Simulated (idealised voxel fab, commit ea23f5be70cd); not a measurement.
process module | voxel transistor to metal
This is section cut - it's 170 nm across, gridded in 5 nm square cells.
A cross-section is written here as square cells arranged in a grid, and it is given in bands from the top down, each band taking up one or more rows of cells.
Top, bottom (nm), then materials left to right with widths (nm); lone material tagged "edge to edge" fills the whole band edge to edge; "empty" = empty space.
Heights are expressed relative to 0, this being the level below which the as-received wafer comprises one material exclusively. The lowest band is unbounded in the downward direction and is denoted as in "0 nm and below".
A two-number width, for instance "30 to 40", indicates that the width is equal to the first number in the top row of the band and to the second number in the bottom row, and that it changes by a constant amount per row of cells.
It should be understood that the words "nothing different", when stated for a given step, signify that the cross-section underwent no change in any of its cells during that step.
"Fully closed voids" enumerates empty spaces isolated from the top, with no open way to it, that contain at least 8 cells, giving each as width x height at distance from the left edge, all three in nm.
Step line, after settings: the simulator's comment on this step.
If you see "overlay nm" on a step's line and that step has a mask, it's telling you how far right of where it was planned the mask ended up; a negative number means it went left instead.
## Planned step list for the process
1,RECEIVE with material Si
2,CONFORMAL_DEP with material SiO2, thk nm 5
3,CONFORMAL_DEP with material SiN, thk nm 15
4,MASKED_ETCH with tone cover, mask id ACTIVE, width nm 125, etch materials SiN, depth nm 15, overlay nm 0
5,MASKED_ETCH with tone cover, mask id ACTIVE, width nm 125, etch materials SiO2, depth nm 5, overlay nm 0
6,MASKED_ETCH with tone cover, mask id ACTIVE, width nm 125, etch materials Si, depth nm 35, overlay nm 0
7,FILL_DEP with material SiO2, thk nm 10
8,CMP with height nm 20
9,SELECTIVE_ETCH with etch materials SiO2, depth nm 10
10,STRIP with etch materials SiN
11,SELECTIVE_ETCH with etch materials SiO2, depth nm 5
12,OXIDIZE with depth nm 5
13,DIRECTIONAL_DEP with material polySi, thk nm 20
14,DIRECTIONAL_DEP with material SiCN, thk nm 10
15,PATTERN with tone cover, mask id GATE, material resist, width nm 25, thk nm 20, overlay nm 0
16,DIRECTIONAL_ETCH with etch materials SiCN, depth nm 20
17,DIRECTIONAL_ETCH with etch materials polySi, depth nm 30
18,STRIP with etch materials resist
19,CONFORMAL_DEP with material SiO2, thk nm 5
20,DIRECTIONAL_ETCH with etch materials SiO2, depth nm 5
21,CONFORMAL_DEP with material SiN, thk nm 10
22,DIRECTIONAL_ETCH with etch materials SiN, depth nm 10
23,DIRECTIONAL_ETCH with etch materials SiO2, depth nm 5
24,DIRECTIONAL_ETCH with etch materials Si, depth nm 10
25,EPI with material pSi, thk nm 15
26,FILL_DEP with material SiO2, thk nm 5
27,CMP with height nm 30
28,DIRECTIONAL_DEP with material SiO2, thk nm 10
29,MASKED_ETCH with tone open, mask id CONTACT, width nm 35, pitch nm 70, etch materials SiO2, depth nm 30, overlay nm 0
30,CONFORMAL_DEP with material TiN, thk nm 5
31,FILL_DEP with material W, thk nm 5
32,CMP with height nm 40
33,CONFORMAL_DEP with material SiCN, thk nm 5
34,DIRECTIONAL_DEP with material SiO2, thk nm 20
35,DIRECTIONAL_DEP with material aC, thk nm 10
36,PATTERN with tone open, mask id METAL_1, material resist, width nm 20, pitch nm 85, thk nm 25, overlay nm 0
37,DIRECTIONAL_ETCH with etch materials aC, depth nm 10
38,STRIP with etch materials resist
39,DIRECTIONAL_ETCH with etch materials SiO2, depth nm 20
40,DIRECTIONAL_ETCH with etch materials SiCN, depth nm 5
41,STRIP with etch materials aC
42,CONFORMAL_DEP with material TiN, thk nm 5
43,FILL_DEP with material Cu, thk nm 10
44,CMP with height nm 65
45,CONFORMAL_DEP with material SiCN, thk nm 5
## The first wafer of two, processed as planned
## Received-state cross-section, reflecting completion of step 1
0 nm and below = Si edge to edge
Fully closed voids: none
## After step 2, in cross-section
5 nm to 0 nm = SiO2 edge to edge
Below 0, the layers are the same as they were.
## After step 3, in cross-section
20 nm to 5 nm = SiN edge to edge
Below 5, the layers are the same as they were.
## After step 4, in cross-section
20 nm to 5 nm = empty: 20 | SiN: 125 | empty: 25
Below 5, the layers are the same as they were.
## After step 5, in cross-section
20 nm to 5 nm = empty: 20 | SiN: 125 | empty: 25
5 nm to 0 nm = empty: 20 | SiO2: 125 | empty: 25
Below 0, the layers are the same as they were.
## After step 6, in cross-section
20 nm to 5 nm = empty: 20 | SiN: 125 | empty: 25
5 nm to 0 nm = empty: 20 | SiO2: 125 | empty: 25
0 nm to -35 nm = empty: 20 | Si: 125 | empty: 25
Below -35, the layers are the same as they were.
## After step 7, in cross-section
30 nm to 20 nm = SiO2 edge to edge
20 nm to 5 nm = SiO2: 20 | SiN: 125 | SiO2: 25
5 nm to 0 nm = SiO2 edge to edge
0 nm to -35 nm = SiO2: 20 | Si: 125 | SiO2: 25
Below -35, the layers are the same as they were.
## After step 8, in cross-section
20 nm to 5 nm = SiO2: 20 | SiN: 125 | SiO2: 25
Below 5, the layers are the same as they were.
## After step 9, in cross-section
20 nm to 10 nm = empty: 20 | SiN: 125 | empty: 25
Below 10, the layers are the same as they were.
## After step 10, in cross-section
10 nm to 5 nm = SiO2: 20 | empty: 125 | SiO2: 25
Below 5, the layers are the same as they were.
## After step 11, in cross-section
5 nm to 0 nm = SiO2: 15 | empty: 135 | SiO2: 20
Below 0, the layers are the same as they were.
## After step 12, in cross-section
5 nm to 0 nm = SiO2: 15 | empty: 135 | SiO2: 20
0 nm to -5 nm = SiO2 edge to edge
Below -5, the layers are the same as they were.
## After step 13, in cross-section
25 nm to 20 nm = polySi: 15 | empty: 135 | polySi: 20
20 nm to 5 nm = polySi edge to edge
5 nm to 0 nm = SiO2: 15 | polySi: 135 | SiO2: 20
Below 0, the layers are the same as they were.
## After step 14, in cross-section
35 nm to 30 nm = SiCN: 15 | empty: 135 | SiCN: 20
30 nm to 25 nm = SiCN edge to edge
25 nm to 20 nm = polySi: 15 | SiCN: 135 | polySi: 20
Below 20, the layers are the same as they were.
## After step 15, in cross-section
55 nm to 35 nm = empty: 70 | resist: 25 | empty: 75
35 nm to 30 nm = SiCN: 15 | empty: 55 | resist: 25 | empty: 55 | SiCN: 20
Below 30, the layers are the same as they were.
## After step 16, in cross-section
55 nm to 30 nm = empty: 70 | resist: 25 | empty: 75
30 nm to 25 nm = empty: 70 | SiCN: 25 | empty: 75
25 nm to 20 nm = polySi: 15 | empty: 55 | SiCN: 25 | empty: 55 | polySi: 20
Below 20, the layers are the same as they were.
## After step 17, in cross-section
55 nm to 30 nm = empty: 70 | resist: 25 | empty: 75
30 nm to 20 nm = empty: 70 | SiCN: 25 | empty: 75
20 nm to 5 nm = empty: 70 | polySi: 25 | empty: 75
5 nm to 0 nm = SiO2: 15 | empty: 55 | polySi: 25 | empty: 55 | SiO2: 20
Below 0, the layers are the same as they were.
## After step 18, in cross-section
30 nm to 20 nm = empty: 70 | SiCN: 25 | empty: 75
Below 20, the layers are the same as they were.
## After step 19, in cross-section
35 nm to 30 nm = empty: 65 | SiO2: 35 | empty: 70
30 nm to 20 nm = empty: 65 | SiO2: 5 | SiCN: 25 | SiO2: 5 | empty: 70
20 nm to 10 nm = empty: 65 | SiO2: 5 | polySi: 25 | SiO2: 5 | empty: 70
10 nm to 5 nm = SiO2: 20 | empty: 45 | SiO2: 5 | polySi: 25 | SiO2: 5 | empty: 45 | SiO2: 25
5 nm to 0 nm = SiO2: 70 | polySi: 25 | SiO2: 75
Below 0, the layers are the same as they were.
## After step 20, in cross-section
30 nm to 20 nm = empty: 65 | SiO2: 5 | SiCN: 25 | SiO2: 5 | empty: 70
20 nm to 5 nm = empty: 65 | SiO2: 5 | polySi: 25 | SiO2: 5 | empty: 70
5 nm to 0 nm = SiO2: 20 | empty: 45 | SiO2: 5 | polySi: 25 | SiO2: 5 | empty: 45 | SiO2: 25
Below 0, the layers are the same as they were.
## After step 21, in cross-section
40 nm to 30 nm = empty: 55 | SiN: 55 | empty: 60
30 nm to 20 nm = empty: 55 | SiN: 10 | SiO2: 5 | SiCN: 25 | SiO2: 5 | SiN: 10 | empty: 60
20 nm to 15 nm = empty: 55 | SiN: 10 | SiO2: 5 | polySi: 25 | SiO2: 5 | SiN: 10 | empty: 60
15 nm to 10 nm = SiN: 30 | empty: 25 | SiN: 10 | SiO2: 5 | polySi: 25 | SiO2: 5 | SiN: 10 | empty: 25 | SiN: 35
10 nm to 5 nm = SiN: 65 | SiO2: 5 | polySi: 25 | SiO2: 5 | SiN: 70
5 nm to 0 nm = SiO2: 20 | SiN: 45 | SiO2: 5 | polySi: 25 | SiO2: 5 | SiN: 45 | SiO2: 25
Below 0, the layers are the same as they were.
## After step 22, in cross-section
30 nm to 20 nm = empty: 55 | SiN: 10 | SiO2: 5 | SiCN: 25 | SiO2: 5 | SiN: 10 | empty: 60
20 nm to 5 nm = empty: 55 | SiN: 10 | SiO2: 5 | polySi: 25 | SiO2: 5 | SiN: 10 | empty: 60
5 nm to 0 nm = SiO2: 20 | SiN: 10 | empty: 25 | SiN: 10 | SiO2: 5 | polySi: 25 | SiO2: 5 | SiN: 10 | empty: 25 | SiN: 10 | SiO2: 25
Below 0, the layers are the same as they were.
## After step 23, in cross-section
30 nm to 25 nm = empty: 55 | SiN: 10 | empty: 5 | SiCN: 25 | empty: 5 | SiN: 10 | empty: 60
25 nm to 20 nm = empty: 55 | SiN: 10 | SiO2: 5 | SiCN: 25 | SiO2: 5 | SiN: 10 | empty: 60
20 nm to 5 nm = empty: 55 | SiN: 10 | SiO2: 5 | polySi: 25 | SiO2: 5 | SiN: 10 | empty: 60
5 nm to 0 nm = empty: 20 | SiN: 10 | empty: 25 | SiN: 10 | SiO2: 5 | polySi: 25 | SiO2: 5 | SiN: 10 | empty: 25 | SiN: 10 | empty: 25
0 nm to -5 nm = SiO2: 30 | empty: 25 | SiO2: 55 | empty: 25 | SiO2: 35
Below -5, the layers are the same as they were.
## After step 24, in cross-section
30 nm to 25 nm = empty: 55 | SiN: 10 | empty: 5 | SiCN: 25 | empty: 5 | SiN: 10 | empty: 60
25 nm to 20 nm = empty: 55 | SiN: 10 | SiO2: 5 | SiCN: 25 | SiO2: 5 | SiN: 10 | empty: 60
20 nm to 5 nm = empty: 55 | SiN: 10 | SiO2: 5 | polySi: 25 | SiO2: 5 | SiN: 10 | empty: 60
5 nm to 0 nm = empty: 20 | SiN: 10 | empty: 25 | SiN: 10 | SiO2: 5 | polySi: 25 | SiO2: 5 | SiN: 10 | empty: 25 | SiN: 10 | empty: 25
0 nm to -5 nm = SiO2: 30 | empty: 25 | SiO2: 55 | empty: 25 | SiO2: 35
-5 nm to -15 nm = SiO2: 20 | Si: 10 | empty: 25 | Si: 55 | empty: 25 | Si: 10 | SiO2: 25
Below -15, the layers are the same as they were.
## After step 25, in cross-section
30 nm to 25 nm = empty: 55 | SiN: 10 | empty: 5 | SiCN: 25 | empty: 5 | SiN: 10 | empty: 60
25 nm to 20 nm = empty: 55 | SiN: 10 | SiO2: 5 | SiCN: 25 | SiO2: 5 | SiN: 10 | empty: 60
20 nm to 10 nm = empty: 55 | SiN: 10 | SiO2: 5 | polySi: 25 | SiO2: 5 | SiN: 10 | empty: 60
10 nm to 5 nm = empty: 25 | pSi: 30 | SiN: 10 | SiO2: 5 | polySi: 25 | SiO2: 5 | SiN: 10 | pSi: 30 | empty: 30
5 nm to 0 nm = empty: 20 | SiN: 10 | pSi: 25 | SiN: 10 | SiO2: 5 | polySi: 25 | SiO2: 5 | SiN: 10 | pSi: 25 | SiN: 10 | empty: 25
0 nm to -5 nm = SiO2: 30 | pSi: 25 | SiO2: 55 | pSi: 25 | SiO2: 35
-5 nm to -15 nm = SiO2: 20 | Si: 10 | pSi: 25 | Si: 55 | pSi: 25 | Si: 10 | SiO2: 25
Below -15, the layers are the same as they were.
## After step 26, in cross-section
35 nm to 30 nm = SiO2 edge to edge
30 nm to 20 nm = SiO2: 55 | SiN: 10 | SiO2: 5 | SiCN: 25 | SiO2: 5 | SiN: 10 | SiO2: 60
20 nm to 10 nm = SiO2: 55 | SiN: 10 | SiO2: 5 | polySi: 25 | SiO2: 5 | SiN: 10 | SiO2: 60
10 nm to 5 nm = SiO2: 25 | pSi: 30 | SiN: 10 | SiO2: 5 | polySi: 25 | SiO2: 5 | SiN: 10 | pSi: 30 | SiO2: 30
5 nm to 0 nm = SiO2: 20 | SiN: 10 | pSi: 25 | SiN: 10 | SiO2: 5 | polySi: 25 | SiO2: 5 | SiN: 10 | pSi: 25 | SiN: 10 | SiO2: 25
Below 0, the layers are the same as they were.
## After step 27, in cross-section
30 nm to 20 nm = SiO2: 55 | SiN: 10 | SiO2: 5 | SiCN: 25 | SiO2: 5 | SiN: 10 | SiO2: 60
Below 20, the layers are the same as they were.
## After step 28, in cross-section
40 nm to 30 nm = SiO2 edge to edge
Below 30, the layers are the same as they were.
## After step 29, in cross-section
40 nm to 30 nm = SiO2: 30 | empty: 35 | SiO2: 35 | empty: 35 | SiO2: 35
30 nm to 20 nm = SiO2: 30 | empty: 25 | SiN: 10 | SiO2: 5 | SiCN: 25 | SiO2: 5 | SiN: 10 | empty: 25 | SiO2: 35
20 nm to 10 nm = SiO2: 30 | empty: 25 | SiN: 10 | SiO2: 5 | polySi: 25 | SiO2: 5 | SiN: 10 | empty: 25 | SiO2: 35
Below 10, the layers are the same as they were.
## After step 30, in cross-section
45 nm to 40 nm = TiN: 35 | empty: 25 | TiN: 45 | empty: 25 | TiN: 40
40 nm to 30 nm = SiO2: 30 | TiN: 5 | empty: 25 to 15 | TiN: 5 to 15 | SiO2: 35 | TiN: 5 to 15 | empty: 25 to 15 | TiN: 5 | SiO2: 35
30 nm to 20 nm = SiO2: 30 | TiN: 5 | empty: 15 | TiN: 5 | SiN: 10 | SiO2: 5 | SiCN: 25 | SiO2: 5 | SiN: 10 | TiN: 5 | empty: 15 | TiN: 5 | SiO2: 35
20 nm to 15 nm = SiO2: 30 | TiN: 5 | empty: 15 | TiN: 5 | SiN: 10 | SiO2: 5 | polySi: 25 | SiO2: 5 | SiN: 10 | TiN: 5 | empty: 15 | TiN: 5 | SiO2: 35
15 nm to 10 nm = SiO2: 30 | TiN: 25 | SiN: 10 | SiO2: 5 | polySi: 25 | SiO2: 5 | SiN: 10 | TiN: 25 | SiO2: 35
Below 10, the layers are the same as they were.
## After step 31, in cross-section
50 nm to 45 nm = W edge to edge
45 nm to 40 nm = TiN: 35 | W: 25 | TiN: 45 | W: 25 | TiN: 40
40 nm to 30 nm = SiO2: 30 | TiN: 5 | W: 25 to 15 | TiN: 5 to 15 | SiO2: 35 | TiN: 5 to 15 | W: 25 to 15 | TiN: 5 | SiO2: 35
30 nm to 20 nm = SiO2: 30 | TiN: 5 | W: 15 | TiN: 5 | SiN: 10 | SiO2: 5 | SiCN: 25 | SiO2: 5 | SiN: 10 | TiN: 5 | W: 15 | TiN: 5 | SiO2: 35
20 nm to 15 nm = SiO2: 30 | TiN: 5 | W: 15 | TiN: 5 | SiN: 10 | SiO2: 5 | polySi: 25 | SiO2: 5 | SiN: 10 | TiN: 5 | W: 15 | TiN: 5 | SiO2: 35
Below 15, the layers are the same as they were.
## After step 32, in cross-section
40 nm to 30 nm = SiO2: 30 | TiN: 5 | W: 25 to 15 | TiN: 5 to 15 | SiO2: 35 | TiN: 5 to 15 | W: 25 to 15 | TiN: 5 | SiO2: 35
Below 30, the layers are the same as they were.
## After step 33, in cross-section
45 nm to 40 nm = SiCN edge to edge
Below 40, the layers are the same as they were.
## After step 34, in cross-section
65 nm to 45 nm = SiO2 edge to edge
Below 45, the layers are the same as they were.
## After step 35, in cross-section
75 nm to 65 nm = aC edge to edge
Below 65, the layers are the same as they were.
## After step 36, in cross-section
100 nm to 75 nm = resist: 30 | empty: 20 | resist: 65 | empty: 20 | resist: 35
Below 75, the layers are the same as they were.
## After step 37, in cross-section
90 nm to 75 nm = resist: 30 | empty: 20 | resist: 65 | empty: 20 | resist: 35
75 nm to 65 nm = aC: 30 | empty: 20 | aC: 65 | empty: 20 | aC: 35
Below 65, the layers are the same as they were.
## After step 38, in cross-section
75 nm to 65 nm = aC: 30 | empty: 20 | aC: 65 | empty: 20 | aC: 35
Below 65, the layers are the same as they were.
## After step 39, in cross-section
75 nm to 65 nm = aC: 30 | empty: 20 | aC: 65 | empty: 20 | aC: 35
65 nm to 45 nm = SiO2: 30 | empty: 20 | SiO2: 65 | empty: 20 | SiO2: 35
Below 45, the layers are the same as they were.
## After step 40, in cross-section
75 nm to 65 nm = aC: 30 | empty: 20 | aC: 65 | empty: 20 | aC: 35
65 nm to 45 nm = SiO2: 30 | empty: 20 | SiO2: 65 | empty: 20 | SiO2: 35
45 nm to 40 nm = SiCN: 30 | empty: 20 | SiCN: 65 | empty: 20 | SiCN: 35
Below 40, the layers are the same as they were.
## After step 41, in cross-section
65 nm to 45 nm = SiO2: 30 | empty: 20 | SiO2: 65 | empty: 20 | SiO2: 35
Below 45, the layers are the same as they were.
## After step 42, in cross-section
70 nm to 65 nm = TiN: 35 | empty: 10 | TiN: 75 | empty: 10 | TiN: 40
65 nm to 45 nm = SiO2: 30 | TiN: 5 | empty: 10 | TiN: 5 | SiO2: 65 | TiN: 5 | empty: 10 | TiN: 5 | SiO2: 35
45 nm to 40 nm = SiCN: 30 | TiN: 20 | SiCN: 65 | TiN: 20 | SiCN: 35
Below 40, the layers are the same as they were.
## After step 43, in cross-section
80 nm to 70 nm = Cu edge to edge
70 nm to 65 nm = TiN: 35 | Cu: 10 | TiN: 75 | Cu: 10 | TiN: 40
65 nm to 45 nm = SiO2: 30 | TiN: 5 | Cu: 10 | TiN: 5 | SiO2: 65 | TiN: 5 | Cu: 10 | TiN: 5 | SiO2: 35
Below 45, the layers are the same as they were.
## After step 44, in cross-section
65 nm to 45 nm = SiO2: 30 | TiN: 5 | Cu: 10 | TiN: 5 | SiO2: 65 | TiN: 5 | Cu: 10 | TiN: 5 | SiO2: 35
Below 45, the layers are the same as they were.
## After step 45, in cross-section
70 nm to 65 nm = SiCN edge to edge
Below 65, the layers are the same as they were.
## Now the other wafer: same start, same recipe, but we messed up one thing when running it. Up to and including step 14 it's the same as the first one
## Planned end of step 15: second wafer, cross-section
55 nm to 35 nm = resist: 70 | empty: 25 | resist: 75
35 nm to 30 nm = SiCN: 15 | resist: 55 | empty: 25 | resist: 55 | SiCN: 20
Below 30, the layers are the same as they were.
## Planned end of step 16: second wafer, cross-section
55 nm to 35 nm = resist: 70 | empty: 25 | resist: 75
35 nm to 30 nm = SiCN: 15 | resist: 55 | empty: 25 | resist: 55 | SiCN: 20
30 nm to 25 nm = SiCN: 70 | empty: 25 | SiCN: 75
25 nm to 20 nm = polySi: 15 | SiCN: 55 | empty: 25 | SiCN: 55 | polySi: 20
Below 20, the layers are the same as they were.
## Planned end of step 17: second wafer, cross-section
55 nm to 35 nm = resist: 70 | empty: 25 | resist: 75
35 nm to 30 nm = SiCN: 15 | resist: 55 | empty: 25 | resist: 55 | SiCN: 20
30 nm to 25 nm = SiCN: 70 | empty: 25 | SiCN: 75
25 nm to 20 nm = polySi: 15 | SiCN: 55 | empty: 25 | SiCN: 55 | polySi: 20
20 nm to 5 nm = polySi: 70 | empty: 25 | polySi: 75
5 nm to 0 nm = SiO2: 15 | polySi: 55 | empty: 25 | polySi: 55 | SiO2: 20
Below 0, the layers are the same as they were.
## Planned end of step 18: second wafer, cross-section
35 nm to 25 nm = SiCN: 15 to 70 | empty: 135 to 25 | SiCN: 20 to 75
Below 25, the layers are the same as they were.
## Planned end of step 19: second wafer, cross-section
40 nm to 35 nm = SiO2: 20 | empty: 125 | SiO2: 25
35 nm to 25 nm = SiCN: 15 to 70 | SiO2: 60 to 5 | empty: 15 | SiO2: 60 to 5 | SiCN: 20 to 75
25 nm to 20 nm = polySi: 15 | SiCN: 55 | SiO2: 5 | empty: 15 | SiO2: 5 | SiCN: 55 | polySi: 20
20 nm to 5 nm = polySi: 70 | SiO2: 5 | empty: 15 | SiO2: 5 | polySi: 75
5 nm to 0 nm = SiO2: 15 | polySi: 55 | SiO2: 25 | polySi: 55 | SiO2: 20
Below 0, the layers are the same as they were.
## Planned end of step 20: second wafer, cross-section
35 nm to 25 nm = SiCN: 15 to 70 | SiO2: 5 | empty: 125 to 15 | SiO2: 5 | SiCN: 20 to 75
25 nm to 20 nm = polySi: 15 | SiCN: 55 | SiO2: 5 | empty: 15 | SiO2: 5 | SiCN: 55 | polySi: 20
20 nm to 5 nm = polySi: 70 | SiO2: 5 | empty: 15 | SiO2: 5 | polySi: 75
5 nm to 0 nm = SiO2: 15 | polySi: 55 | SiO2: 5 | empty: 15 | SiO2: 5 | polySi: 55 | SiO2: 20
Below 0, the layers are the same as they were.
## Planned end of step 21: second wafer, cross-section
45 nm to 40 nm = SiN: 30 | empty: 105 | SiN: 35
40 nm to 35 nm = SiN edge to edge
35 nm to 25 nm = SiCN: 15 to 70 | SiO2: 5 | SiN: 125 to 15 | SiO2: 5 | SiCN: 20 to 75
25 nm to 20 nm = polySi: 15 | SiCN: 55 | SiO2: 5 | SiN: 15 | SiO2: 5 | SiCN: 55 | polySi: 20
20 nm to 5 nm = polySi: 70 | SiO2: 5 | SiN: 15 | SiO2: 5 | polySi: 75
5 nm to 0 nm = SiO2: 15 | polySi: 55 | SiO2: 5 | SiN: 15 | SiO2: 5 | polySi: 55 | SiO2: 20
Below 0, the layers are the same as they were.
## Planned end of step 22: second wafer, cross-section
35 nm to 30 nm = SiCN: 15 | SiO2: 5 | SiN: 10 | empty: 105 | SiN: 10 | SiO2: 5 | SiCN: 20
Below 30, the layers are the same as they were.
## Planned end of step 23: second wafer, cross-section
35 nm to 30 nm = SiCN: 15 | empty: 5 | SiN: 10 | empty: 105 | SiN: 10 | empty: 5 | SiCN: 20
30 nm to 25 nm = SiCN: 70 | empty: 5 | SiN: 15 | empty: 5 | SiCN: 75
Below 25, the layers are the same as they were.
Planned end of step 24: second wafer, cross-section: nothing different
Planned end of step 25: second wafer, cross-section: nothing different
## Planned end of step 26: second wafer, cross-section
40 nm to 35 nm = SiO2 edge to edge
35 nm to 30 nm = SiCN: 15 | SiO2: 5 | SiN: 10 | SiO2: 105 | SiN: 10 | SiO2: 5 | SiCN: 20
30 nm to 25 nm = SiCN: 70 | SiO2: 5 | SiN: 15 | SiO2: 5 | SiCN: 75
Below 25, the layers are the same as they were.
## Planned end of step 27: second wafer, cross-section
30 nm to 25 nm = SiCN: 70 | SiO2: 5 | SiN: 15 | SiO2: 5 | SiCN: 75
Below 25, the layers are the same as they were.
## Planned end of step 28: second wafer, cross-section
40 nm to 30 nm = SiO2 edge to edge
Below 30, the layers are the same as they were.
## Planned end of step 29: second wafer, cross-section
40 nm to 30 nm = SiO2: 30 | empty: 35 | SiO2: 35 | empty: 35 | SiO2: 35
Below 30, the layers are the same as they were.
## Planned end of step 30: second wafer, cross-section
45 nm to 40 nm = TiN: 35 | empty: 25 | TiN: 45 | empty: 25 | TiN: 40
40 nm to 35 nm = SiO2: 30 | TiN: 5 | empty: 25 | TiN: 5 | SiO2: 35 | TiN: 5 | empty: 25 | TiN: 5 | SiO2: 35
35 nm to 30 nm = SiO2: 30 | TiN: 35 | SiO2: 35 | TiN: 35 | SiO2: 35
Below 30, the layers are the same as they were.
## Planned end of step 31: second wafer, cross-section
50 nm to 45 nm = W edge to edge
45 nm to 40 nm = TiN: 35 | W: 25 | TiN: 45 | W: 25 | TiN: 40
40 nm to 35 nm = SiO2: 30 | TiN: 5 | W: 25 | TiN: 5 | SiO2: 35 | TiN: 5 | W: 25 | TiN: 5 | SiO2: 35
Below 35, the layers are the same as they were.
## Planned end of step 32: second wafer, cross-section
40 nm to 35 nm = SiO2: 30 | TiN: 5 | W: 25 | TiN: 5 | SiO2: 35 | TiN: 5 | W: 25 | TiN: 5 | SiO2: 35
Below 35, the layers are the same as they were.
## Planned end of step 33: second wafer, cross-section
45 nm to 40 nm = SiCN edge to edge
Below 40, the layers are the same as they were.
## Planned end of step 34: second wafer, cross-section
65 nm to 45 nm = SiO2 edge to edge
Below 45, the layers are the same as they were.
## Planned end of step 35: second wafer, cross-section
75 nm to 65 nm = aC edge to edge
Below 65, the layers are the same as they were.
## Planned end of step 36: second wafer, cross-section
100 nm to 75 nm = resist: 30 | empty: 20 | resist: 65 | empty: 20 | resist: 35
Below 75, the layers are the same as they were.
## Planned end of step 37: second wafer, cross-section
90 nm to 75 nm = resist: 30 | empty: 20 | resist: 65 | empty: 20 | resist: 35
75 nm to 65 nm = aC: 30 | empty: 20 | aC: 65 | empty: 20 | aC: 35
Below 65, the layers are the same as they were.
## Planned end of step 38: second wafer, cross-section
75 nm to 65 nm = aC: 30 | empty: 20 | aC: 65 | empty: 20 | aC: 35
Below 65, the layers are the same as they were.
## Planned end of step 39: second wafer, cross-section
75 nm to 65 nm = aC: 30 | empty: 20 | aC: 65 | empty: 20 | aC: 35
65 nm to 45 nm = SiO2: 30 | empty: 20 | SiO2: 65 | empty: 20 | SiO2: 35
Below 45, the layers are the same as they were.
## Planned end of step 40: second wafer, cross-section
75 nm to 65 nm = aC: 30 | empty: 20 | aC: 65 | empty: 20 | aC: 35
65 nm to 45 nm = SiO2: 30 | empty: 20 | SiO2: 65 | empty: 20 | SiO2: 35
45 nm to 40 nm = SiCN: 30 | empty: 20 | SiCN: 65 | empty: 20 | SiCN: 35
Below 40, the layers are the same as they were.
## Planned end of step 41: second wafer, cross-section
65 nm to 45 nm = SiO2: 30 | empty: 20 | SiO2: 65 | empty: 20 | SiO2: 35
Below 45, the layers are the same as they were.
## Planned end of step 42: second wafer, cross-section
70 nm to 65 nm = TiN: 35 | empty: 10 | TiN: 75 | empty: 10 | TiN: 40
65 nm to 45 nm = SiO2: 30 | TiN: 5 | empty: 10 | TiN: 5 | SiO2: 65 | TiN: 5 | empty: 10 | TiN: 5 | SiO2: 35
45 nm to 40 nm = SiCN: 30 | TiN: 20 | SiCN: 65 | TiN: 20 | SiCN: 35
Below 40, the layers are the same as they were.
## Planned end of step 43: second wafer, cross-section
80 nm to 70 nm = Cu edge to edge
70 nm to 65 nm = TiN: 35 | Cu: 10 | TiN: 75 | Cu: 10 | TiN: 40
65 nm to 45 nm = SiO2: 30 | TiN: 5 | Cu: 10 | TiN: 5 | SiO2: 65 | TiN: 5 | Cu: 10 | TiN: 5 | SiO2: 35
Below 45, the layers are the same as they were.
## Planned end of step 44: second wafer, cross-section
65 nm to 45 nm = SiO2: 30 | TiN: 5 | Cu: 10 | TiN: 5 | SiO2: 65 | TiN: 5 | Cu: 10 | TiN: 5 | SiO2: 35
Below 45, the layers are the same as they were.
## Planned end of step 45: second wafer, cross-section
70 nm to 65 nm = SiCN edge to edge
Below 65, the layers are the same as they were.
Where did the run depart from the plan? step 15 went in with a setting other than planned; the actual run was PATTERN with tone open, mask id GATE, material resist, width nm 25, thk nm 20, overlay nm 0
The second wafer ends with more or fewer cells of some materials than the first, per final count: Si +20, SiCN +41, SiN -10, SiO2 -55, TiN -16, W -24, pSi -52, polySi +96
